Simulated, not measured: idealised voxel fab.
This is a process module. Its name is voxel capacitor over wiring.
In the cross-section labelled cut, the width is 255 nm and each square cell is 5 nm.
Square cells in a grid make up a cross-section in this document, and the grid is given as bands, listed from the top down, each one or more rows of cells.
Top, bottom (nm), then materials left to right with widths (nm); lone material tagged "throughout" fills the whole band edge to edge; "empty" = empty space.
Heights are measured from 0, the level below which the as-received wafer is all one material; the lowest band has no bottom and continues downward, written as in "z 0 and below".
Width: "30..40" (first number = top row, second number = bottom row, same change from row to row of cells).
The cross-section has no changed cell in any step marked "nothing was modified".
"Closed void entries" lists enclosed empty spaces (at least 8 cells, no open path upward to the top), each as width x height at distance from the left edge, in nm.
Formally, on a step line, whatever follows the settings is a remark that the simulator itself makes on the step.
The setting "overlay nm" may be written on the line of a step. When the step uses a mask, the value reports how far to the right of the planned place the mask lay, and a negative value reports that it lay to the left.

INTENDED PROCESS STEPS
1 op RECEIVE | material Si
2 op CONFORMAL_DEP | material SiO2 | thk nm 15
3 op CONFORMAL_DEP | material SiN | thk nm 5
4 op DIRECTIONAL_DEP | material lowk | thk nm 15
5 op PATTERN | tone open | mask id METAL_1 | material resist | width nm 30 | pitch nm 90 | thk nm 15 | overlay nm 0
6 op DIRECTIONAL_ETCH | etch materials lowk | depth nm 15
7 op DIRECTIONAL_ETCH | etch materials SiN | depth nm 5
8 op STRIP | etch materials resist
9 op CONFORMAL_DEP | material TiN | thk nm 5
10 op FILL_DEP | material Ru | thk nm 10
11 op CMP | height nm 35
12 op CONFORMAL_DEP | material SiCN | thk nm 5
13 op DIRECTIONAL_DEP | material lowk | thk nm 10
14 op MASKED_ETCH | tone open | mask id PLUG_1 | width nm 15 | etch materials lowk | depth nm 10 | overlay nm 0
15 op MASKED_ETCH | tone open | mask id PLUG_1 | width nm 15 | etch materials SiCN | depth nm 5 | overlay nm 0
16 op CONFORMAL_DEP | material TiN | thk nm 5
17 op FILL_DEP | material Ru | thk nm 5
18 op CMP | height nm 50
19 op DIRECTIONAL_DEP | material TiN | thk nm 5
20 op DIRECTIONAL_DEP | material HfO2 | thk nm 5
21 op DIRECTIONAL_DEP | material TiN | thk nm 5
22 op PATTERN | tone cover | mask id UPPER_PLATE | material resist | width nm 65 | thk nm 15 | overlay nm 0
23 op DIRECTIONAL_ETCH | etch materials TiN | depth nm 5
24 op DIRECTIONAL_ETCH | etch materials HfO2 | depth nm 5
25 op STRIP | etch materials resist
26 op MASKED_ETCH | tone cover | mask id LOWER_PLATE | width nm 75 | etch materials TiN | depth nm 5 | overlay nm 0
27 op FILL_DEP | material SiO2 | thk nm 15
28 op CMP | height nm 75
29 op PATTERN | tone open | mask id PLUG_2 | material resist | width nm 15 | thk nm 15 | overlay nm 0
30 op DIRECTIONAL_ETCH | etch materials SiO2 | depth nm 10
31 op STRIP | etch materials resist
32 op CONFORMAL_DEP | material TiN | thk nm 5
33 op FILL_DEP | material Cu | thk nm 5
34 op CMP | height nm 75
35 op CONFORMAL_DEP | material SiCN | thk nm 5

DELIVERED WAFER IN CROSS-SECTION: STATE AFTER STEP 1
- z 0 and below = Si throughout
- Closed void entries: none

HERE'S THE CROSS-SECTION OF THE FIRST OF OUR TWO WAFERS AT THE END OF THE MODULE - IT RAN AS PLANNED
- z 80 to 75 = SiCN throughout
- z 75 to 70 = SiO2=90, then TiN=5, then Cu=5, then TiN=5, then SiO2=150
- z 70 to 60 = SiO2=90..80, then TiN=15..65, then SiO2=150..110
- z 60 to 55 = SiO2=80, then HfO2=65, then SiO2=110
- z 55 to 50 = SiO2=75, then TiN=75, then SiO2=105
- z 50 to 40 = lowk=80, then TiN=5, then Ru=5, then TiN=5, then lowk=160
- z 40 to 35 = SiCN=80, then TiN=15, then SiCN=160
- z 35 to 20 = lowk=65, then TiN=5, then Ru=20, then TiN=5, then lowk=60, then TiN=5, then Ru=20, then TiN=5, then lowk=70
- z 20 to 15 = SiN=65, then TiN=30, then SiN=60, then TiN=30, then SiN=70
- z 15 to 0 = SiO2 throughout
- z 0 and below = Si throughout
- Closed void entries: none

SAME START, SAME PLAN AS THE FIRST WAFER - BUT ONE MISTAKE IN THE RUN. CROSS-SECTION OF THE SECOND OF THE TWO AT THE END OF THE MODULE
- z 80 to 75 = SiCN throughout
- z 75 to 70 = SiO2=90, then TiN=5, then Cu=5, then TiN=5, then SiO2=150
- z 70 to 60 = SiO2=90..80, then TiN=15..65, then SiO2=150..110
- z 60 to 55 = SiO2=80, then HfO2=65, then SiO2=110
- z 55 to 50 = SiO2=75, then TiN=75, then SiO2=105
- z 50 to 40 = lowk=80, then TiN=5, then Ru=5, then TiN=5, then lowk=160
- z 40 to 35 = SiCN=80, then TiN=15, then SiCN=160
- z 35 to 30 = TiN=70, then Ru=20, then TiN=70, then Ru=20, then TiN=75
- z 30 to 20 = lowk=65, then TiN=5, then Ru=20, then TiN=5, then lowk=60, then TiN=5, then Ru=20, then TiN=5, then lowk=70
- z 20 to 15 = lowk=65, then TiN=30, then lowk=60, then TiN=30, then lowk=70
- z 15 to 0 = SiO2 throughout
- z 0 and below = Si throughout
- Closed void entries: none
What was done differently from what was planned? the run left out plan step 3 entirely, so it was never executed
Once processing is complete, comparing cell counts shows that the second wafer has more or fewer of certain materials than the first: -39 SiN | +39 TiN
